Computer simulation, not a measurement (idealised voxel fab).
Presented below is a process module, voxel self aligned vias.
It is cross-section cut that appears here, measuring 250 nm in width, its square cells being 5 nm in size.
Cross-section format: a grid of square cells, given as bands from top to bottom; each band is one or more rows of cells. Basically the band line says how high the top is and how high the bottom is, in nm, and then what's in it from left to right, every material with its width in nm. Empty space shows up as "blank", and if a single material carries "all across" it runs the full band edge to edge. Note: height 0 marks the level under which the wafer is uniformly one material as received. Lowest band unbounded below, written "0 nm and below". Think of "30->40" as a width that walks from the first number to the second as you go down the band, top row to bottom row, taking equal-sized steps from row to row. Key: "everything unchanged" - step with no changed cell in the cross-section. In the "Enclosed voids" entry, you get each enclosed empty space of 8 cells or more, one with no open way to the top, written width x height at distance, distance from the left edge, in nm. after a step's settings: what the simulator itself notes on the step. What "overlay nm" on a step's line means: if the step has a mask, that mask lay this far to the right of its planned place, or, when the value is negative, to the left.

### List of planned process steps
step 1: RECEIVE: material Si
step 2: CONFORMAL_DEP: material SiO2, thk nm 10
step 3: CONFORMAL_DEP: material SiCN, thk nm 5
step 4: DIRECTIONAL_DEP: material lowk, thk nm 30
step 5: DIRECTIONAL_DEP: material aC, thk nm 10
step 6: PATTERN: tone open, mask id LINES, material resist, width nm 20, pitch nm 70, thk nm 25, overlay nm -15
step 7: DIRECTIONAL_ETCH: etch materials aC, depth nm 10
step 8: STRIP: etch materials resist
step 9: DIRECTIONAL_ETCH: etch materials lowk, depth nm 30
step 10: STRIP: etch materials aC
step 11: CONFORMAL_DEP: material TiN, thk nm 5
step 12: FILL_DEP: material Ru, thk nm 10
step 13: CMP: height nm 45
step 14: SELECTIVE_ETCH: etch materials W Ru TiN, depth nm 10
step 15: FILL_DEP: material SiN, thk nm 10
step 16: CMP: height nm 45
step 17: DIRECTIONAL_DEP: material lowk, thk nm 15
step 18: DIRECTIONAL_DEP: material aC, thk nm 10
step 19: PATTERN: tone open, mask id VIAS, material resist, width nm 40, pitch nm 70, thk nm 25, overlay nm 0
step 20: DIRECTIONAL_ETCH: etch materials aC, depth nm 10
step 21: STRIP: etch materials resist
step 22: DIRECTIONAL_ETCH: etch materials lowk, depth nm 15
step 23: DIRECTIONAL_ETCH: etch materials SiN, depth nm 10
step 24: STRIP: etch materials aC
step 25: CONFORMAL_DEP: material TiN, thk nm 5
step 26: FILL_DEP: material Ru, thk nm 5
step 27: CMP: height nm 60
step 28: CONFORMAL_DEP: material SiCN, thk nm 5
The wafers in this document start out alike and differ in the overlay nm applied at step 6; the plan shows the value used for the first wafer.

### The as-received cross-section of the first of several wafers corresponds to the state after step 1
* 0 nm and below  Si all across
* Enclosed voids: none

### The following table contains a row per wafer, in which are reported, at the conclusion of the module, the cells of each material gained (+) or lost (-) since the wafer's receipt, with its closed voids given thereafter
overlay nm -15, +40 Ru, +100 SiCN, +4 SiN, +100 SiO2, +52 TiN, +354 lowk, Enclosed voids: none
overlay nm -10, +44 Ru, +100 SiCN, +100 SiO2, +52 TiN, +354 lowk, Enclosed voids: none
overlay nm -5, +44 Ru, +100 SiCN, +100 SiO2, +52 TiN, +354 lowk, Enclosed voids: none
overlay nm 0, +44 Ru, +100 SiCN, +100 SiO2, +52 TiN, +354 lowk, Enclosed voids: none
overlay nm 5, +44 Ru, +100 SiCN, +100 SiO2, +52 TiN, +354 lowk, Enclosed voids: none
overlay nm 10, +44 Ru, +100 SiCN, +100 SiO2, +52 TiN, +354 lowk, Enclosed voids: none
overlay nm 15, +40 Ru, +100 SiCN, +4 SiN, +100 SiO2, +52 TiN, +354 lowk, Enclosed voids: none
